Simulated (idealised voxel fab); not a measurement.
process module | voxel capacitor over wiring
cross-section cut | 215 nm wide | cells 5 nm
A cross-section is a grid of square cells, given in bands from the top down. A band is one or more rows of cells.
Each band's line starts with the height of the band's top and of its bottom, in nm. Then come its materials from left to right, each with its width in nm. One material with "throughout" fills the band from edge to edge. "air" is empty space.
Height 0 is the level under which the wafer as received is all one material. The lowest band goes on downwards, as in "0 down".
A width such as "30 to 40" changes by the same amount from each row of cells to the next, from the band's top row to its bottom row.
"no change" after a step means that no cell of the cross-section changed.
closed voids: empty space of 8 cells or more with no open way to the top, each as width x height at its distance from the left edge, in nm
after a step's settings: what the simulator itself notes on the step
overlay nm, on a step with a mask: how far to the right of its planned place the mask lay; to the left if negative
plan
1 op RECEIVE | material Si
2 op CONFORMAL_DEP | material SiO2 | thk nm 15
3 op DIRECTIONAL_DEP | material TiN | thk nm 5
4 op DIRECTIONAL_DEP | material W | thk nm 20
5 op MASKED_ETCH | tone cover | mask id METAL_1 | width nm 20 | pitch nm 90 | etch materials W | depth nm 20 | overlay nm -15
6 op MASKED_ETCH | tone cover | mask id METAL_1 | width nm 20 | pitch nm 90 | etch materials TiN | depth nm 5 | overlay nm 0
7 op FILL_DEP | material SiO2 | thk nm 10
8 op CMP | height nm 40
9 op CONFORMAL_DEP | material SiCN | thk nm 5
10 op DIRECTIONAL_DEP | material SiO2 | thk nm 15
11 op MASKED_ETCH | tone open | mask id PLUG_1 | width nm 15 | etch materials SiO2 | depth nm 15 | overlay nm 0
12 op MASKED_ETCH | tone open | mask id PLUG_1 | width nm 15 | etch materials SiCN | depth nm 5 | overlay nm 0
13 op CONFORMAL_DEP | material TiN | thk nm 5
14 op FILL_DEP | material Ru | thk nm 5
15 op CMP | height nm 60
16 op DIRECTIONAL_DEP | material TiN | thk nm 5
17 op DIRECTIONAL_DEP | material HfO2 | thk nm 5
18 op DIRECTIONAL_DEP | material TiN | thk nm 5
19 op PATTERN | tone cover | mask id UPPER_PLATE | material resist | width nm 75 | thk nm 20 | overlay nm 0
20 op DIRECTIONAL_ETCH | etch materials TiN | depth nm 5
21 op DIRECTIONAL_ETCH | etch materials HfO2 | depth nm 5
22 op STRIP | etch materials resist
23 op MASKED_ETCH | tone cover | mask id LOWER_PLATE | width nm 85 | etch materials TiN | depth nm 5 | overlay nm 0
24 op FILL_DEP | material SiO2 | thk nm 15
25 op CMP | height nm 85
26 op MASKED_ETCH | tone open | mask id PLUG_2 | width nm 15 | etch materials SiO2 | depth nm 10 | overlay nm 0
27 op CONFORMAL_DEP | material TiN | thk nm 5
28 op FILL_DEP | material W | thk nm 10
29 op CMP | height nm 85
30 op CONFORMAL_DEP | material SiN | thk nm 5
varied across the wafers: overlay nm of step 5. The plan shows the first wafer's value. All wafers start alike
first wafer as received, after step 1
  0 down: Si throughout
  closed voids: none
first wafer at the end, after step 30
  90 to 85: SiN throughout
  85 to 80: SiO2 65 | TiN 5 | W 5 | TiN 5 | SiO2 135
  80 to 70: SiO2 65 to 55 | TiN 15 to 75 | SiO2 135 to 85
  70 to 65: SiO2 55 | HfO2 75 | SiO2 85
  65 to 60: SiO2 50 | TiN 85 | SiO2 80
  60 to 45: SiO2 55 | TiN 5 | Ru 5 | TiN 5 | SiO2 145
  45 to 40: SiCN 55 | TiN 15 | SiCN 145
  40 to 20: SiO2 35 | W 20 | SiO2 70 | W 20 | SiO2 70
  20 to 15: SiO2 35 | TiN 35 | SiO2 55 | TiN 35 | SiO2 55
  15 to 0: SiO2 throughout
  0 down: Si throughout
  closed voids: none
last wafer at the end
  90 to 85: SiN throughout
  85 to 80: SiO2 65 | TiN 5 | W 5 | TiN 5 | SiO2 135
  80 to 70: SiO2 65 to 55 | TiN 15 to 75 | SiO2 135 to 85
  70 to 65: SiO2 55 | HfO2 75 | SiO2 85
  65 to 60: SiO2 50 | TiN 85 | SiO2 80
  60 to 45: SiO2 55 | TiN 5 | Ru 5 | TiN 5 | SiO2 145
  45 to 40: SiCN 55 | TiN 15 | SiCN 145
  40 to 20: SiO2 65 | W 20 | SiO2 70 | W 20 | SiO2 40
  20 to 15: SiO2 50 | TiN 35 | SiO2 55 | TiN 35 | SiO2 40
  15 to 0: SiO2 throughout
  0 down: Si throughout
  closed voids: none
each wafer at the end: cells of each material gained (+) or lost (-) since it was received, then its closed voids
overlay nm -15 | +15 HfO2 | +3 Ru | +40 SiCN | +43 SiN | +580 SiO2 | +60 TiN | +33 W | closed voids: none
overlay nm -10 | +15 HfO2 | +3 Ru | +40 SiCN | +43 SiN | +582 SiO2 | +58 TiN | +33 W | closed voids: none
overlay nm -5 | +15 HfO2 | +3 Ru | +40 SiCN | +43 SiN | +584 SiO2 | +56 TiN | +33 W | closed voids: none
overlay nm 0 | +15 HfO2 | +3 Ru | +40 SiCN | +43 SiN | +586 SiO2 | +54 TiN | +33 W | closed voids: none
overlay nm 5 | +15 HfO2 | +3 Ru | +40 SiCN | +43 SiN | +584 SiO2 | +56 TiN | +33 W | closed voids: none
overlay nm 10 | +15 HfO2 | +3 Ru | +40 SiCN | +43 SiN | +582 SiO2 | +58 TiN | +33 W | closed voids: none
overlay nm 15 | +15 HfO2 | +3 Ru | +40 SiCN | +43 SiN | +580 SiO2 | +60 TiN | +33 W | closed voids: none
